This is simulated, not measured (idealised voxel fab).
Process module heading - voxel gate over fins
Square cells of 5 nm make up the cross-section cut, whose width is 280 nm.
Cross-section, as written here: a square-cell grid given band by band from the top down, where a band holds one or more rows of cells. Each band's line starts with the height of the band's top and of its bottom, in nm. Then come its materials from left to right, each with its width in nm. One material with "everywhere" fills the band from edge to edge. "blank" is empty space. It should be noted that heights are counted from 0, beneath which the wafer as supplied is of one material throughout, and that the lowest band possesses no lower boundary but continues downward, as written in "from 0 down". Top row gets the first number, bottom row gets the second, and each row in between changes by the same step: that is how a band width like "30->40" works. Basically "remained the same" means that step didn't change any cell in the cross-section. Reported under the label "Enclosed void entries" are the empty spaces having no open way to the top and comprising 8 cells or more; the notation for each is width x height at distance, in which the distance is measured from the left edge and all three values are in nm. If you see something after the settings on a step's line, that's the simulator's own remark about that step. The line of a step may include "overlay nm". On a step with a mask, this value is how far to the right of its planned place the mask lay. A negative value means the mask lay to the left.
### plan
1. RECEIVE,material Si
2. CONFORMAL_DEP,material SiN,thk nm 5
3. MASKED_ETCH,tone cover,mask id FINS,width nm 15,pitch nm 45,etch materials SiN,depth nm 5,overlay nm 0
4. MASKED_ETCH,tone cover,mask id FINS,width nm 15,pitch nm 45,etch materials Si,depth nm 30,overlay nm 0
5. FILL_DEP,material SiO2,thk nm 15
6. CMP,height nm 5
7. SELECTIVE_ETCH,etch materials SiO2,depth nm 15
8. STRIP,etch materials SiN
9. CONFORMAL_DEP,material HfO2,thk nm 5
10. CONFORMAL_DEP,material TiN,thk nm 5
11. FILL_DEP,material W,thk nm 10
12. CMP,height nm 15
13. CONFORMAL_DEP,material SiCN,thk nm 5
### Wafer as received: cross-section following step 1
> from 0 down = Si everywhere
> Enclosed void entries: none
### First of two wafers, end-of-module section, run followed plan
> from 20 to 15 = SiCN everywhere
> from 15 to 10 = W everywhere
> from 10 to 5 = W 55 / TiN 35 / W 10 / TiN 35 / W 10 / TiN 35 / W 10 / TiN 35 / W 55
> from 5 to 0 = W 55 / TiN 5 / HfO2 25 / TiN 5 / W 10 / TiN 5 / HfO2 25 / TiN 5 / W 10 / TiN 5 / HfO2 25 / TiN 5 / W 10 / TiN 5 / HfO2 25 / TiN 5 / W 55
> from 0 to -5 = TiN 60 / HfO2 5 / Si 15 / HfO2 5 / TiN 20 / HfO2 5 / Si 15 / HfO2 5 / TiN 20 / HfO2 5 / Si 15 / HfO2 5 / TiN 20 / HfO2 5 / Si 15 / HfO2 5 / TiN 60
> from -5 to -10 = HfO2 65 / Si 15 / HfO2 30 / Si 15 / HfO2 30 / Si 15 / HfO2 30 / Si 15 / HfO2 65
> from -10 to -30 = SiO2 65 / Si 15 / SiO2 30 / Si 15 / SiO2 30 / Si 15 / SiO2 30 / Si 15 / SiO2 65
> from -30 down = Si everywhere
> Enclosed void entries: none
### So this is wafer number two of the two, cut at the end of the module - it started where the first did and had the same plan, we just got one thing wrong running it
> from 20 to 15 = SiCN everywhere
> from 15 to 10 = W everywhere
> from 10 to 5 = W 55 / HfO2 35 / W 10 / HfO2 35 / W 10 / HfO2 35 / W 10 / HfO2 35 / W 55
> from 5 to 0 = W 55 / HfO2 5 / TiN 25 / HfO2 5 / W 10 / HfO2 5 / TiN 25 / HfO2 5 / W 10 / HfO2 5 / TiN 25 / HfO2 5 / W 10 / HfO2 5 / TiN 25 / HfO2 5 / W 55
> from 0 to -5 = HfO2 60 / TiN 5 / Si 15 / TiN 5 / HfO2 20 / TiN 5 / Si 15 / TiN 5 / HfO2 20 / TiN 5 / Si 15 / TiN 5 / HfO2 20 / TiN 5 / Si 15 / TiN 5 / HfO2 60
> from -5 to -10 = TiN 65 / Si 15 / TiN 30 / Si 15 / TiN 30 / Si 15 / TiN 30 / Si 15 / TiN 65
> from -10 to -30 = SiO2 65 / Si 15 / SiO2 30 / Si 15 / SiO2 30 / Si 15 / SiO2 30 / Si 15 / SiO2 65
> from -30 down = Si everywhere
> Enclosed void entries: none
The plan and the run diverged here: steps 9 and 10 run out of order (swapped)
Tallied in cells, the final second wafer holds each material in the same quantity as the first, although not at the same places.
